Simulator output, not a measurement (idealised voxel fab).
The following process module bears the name voxel lift off.
In the cross-section labelled cut, the width is 295 nm and each square cell is 5 nm.
This document writes a cross-section as a grid whose cells are square, and gives it as bands, listed from the top down; one or more rows of cells form a band. It is stipulated that each band's entry specify, in nanometres, the height of the top of the band and then that of its bottom, followed by the materials of the band in left-to-right sequence, each together with its width in nanometres. A single material marked by the word "full width" is understood to fill the band from edge to edge; the word "blank" is understood to denote empty space. Zero point of the height axis is 0; under it, received wafer = one material. Lowest band: continues down indefinitely, "z 0 and below". Quick explanation for "30->40": the width changes in equal steps down the rows of cells, from the first number in the band's top row to the second number in its bottom row. "nothing changed" (step): cross-section cells unchanged, all of them. What "Catalogued sealed voids" gives you is every empty space of 8 cells or more that is cut off from the top. Each appears as width x height at distance, with the distance taken from the left edge and width, height and distance all in nm. Anything after a step's settings on that line? It's the simulator's own note about the step. overlay nm: step with mask; distance mask lay right of planned place; negative value = left of planned place.
Steps in the process plan:
- 1: RECEIVE: material Si
- 2: CONFORMAL_DEP: material SiN, thk nm 5
- 3: PATTERN: tone open, mask id LINES, material resist, width nm 30, pitch nm 50, thk nm 20, overlay nm 0
- 4: DIRECTIONAL_DEP: material Ru, thk nm 10
- 5: STRIP: etch materials resist
- 6: CONFORMAL_DEP: material SiN, thk nm 10
For clarity, it should be stated that the wafers under discussion commence in an identical condition and differ with respect to the thk nm of step 2, the plan indicating the value that the first wafer had.
First wafer of several, as received: cross-section after step 1:
- z 0 and below = Si full width
- Catalogued sealed voids: none
Table: wafers, a row each; end-of-module cell change per material since receipt, gain (+), loss (-); then closed voids:
thk nm 5, +48 Ru, +209 SiN, Catalogued sealed voids: none
thk nm 10, +48 Ru, +268 SiN, Catalogued sealed voids: none
thk nm 15, +48 Ru, +327 SiN, Catalogued sealed voids: none
thk nm 20, +48 Ru, +386 SiN, Catalogued sealed voids: none
